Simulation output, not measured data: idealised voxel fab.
Process module, titled voxel lift off
Cross-section cut spans 180 nm and uses square cells 5 nm in size.
Bands, listed from the top down, are how a cross-section gets written in this document; the cross-section itself is a grid of square cells, and a band is one or more rows of them.
Read a band's entry like this: the first values are the height of its top and the height of its bottom in nm, and what follows is the sequence of materials from left to right, each with its width in nm. Note that "air" is empty space, and that a single material marked "all across" reaches across the band from edge to edge.
Heights are reckoned from 0. Under this level, the received wafer is all of one material. The bottommost band is open-ended downward, for example "0 down".
Quick explanation for "30 to 40": the width changes in equal steps down the rows of cells, from the first number in the band's top row to the second number in its bottom row.
Basically "remains unaltered" means that step didn't change any cell in the cross-section.
This entry, "Closed void inventory", enumerates those empty regions of no fewer than 8 cells that possess no open connection to the top. Each region is reported in the form width x height at distance, the distance being taken from the left edge, with all three quantities expressed in nm.
It should be noted that, on the line of a given step, the content following the step's settings is a remark produced by the simulator itself with respect to that step.
"overlay nm" answers the question of how far to the right of plan the mask lay on a step that has a mask, and when it is negative the answer is to the left.

### The following list gives the planned process steps
- 1: op RECEIVE | material Si
- 2: op CONFORMAL_DEP | material SiO2 | thk nm 10
- 3: op PATTERN | tone open | mask id LINES | material resist | width nm 15 | pitch nm 35 | thk nm 15 | overlay nm 0
- 4: op DIRECTIONAL_DEP | material Ru | thk nm 5
- 5: op STRIP | etch materials resist
- 6: op CONFORMAL_DEP | material SiO2 | thk nm 10

### Received-state cross-section, reflecting completion of step 1
- 0 down: Si all across
- Closed void inventory: none

### Wafer cross-section at end of module: start and plan as shown above, one execution error
- 25 to 20: 35 of air, then 105 of SiO2, then 40 of air
- 20 to 15: SiO2 all across
- 15 to 10: 45 of SiO2, then 15 of Ru, then 20 of SiO2, then 15 of Ru, then 20 of SiO2, then 15 of Ru, then 50 of SiO2
- 10 to 0: Ru all across
- 0 down: Si all across
- Closed void inventory: none
Misprocessing identified: step 2 deviated from plan and actually ran as op CONFORMAL_DEP | material Ru | thk nm 10
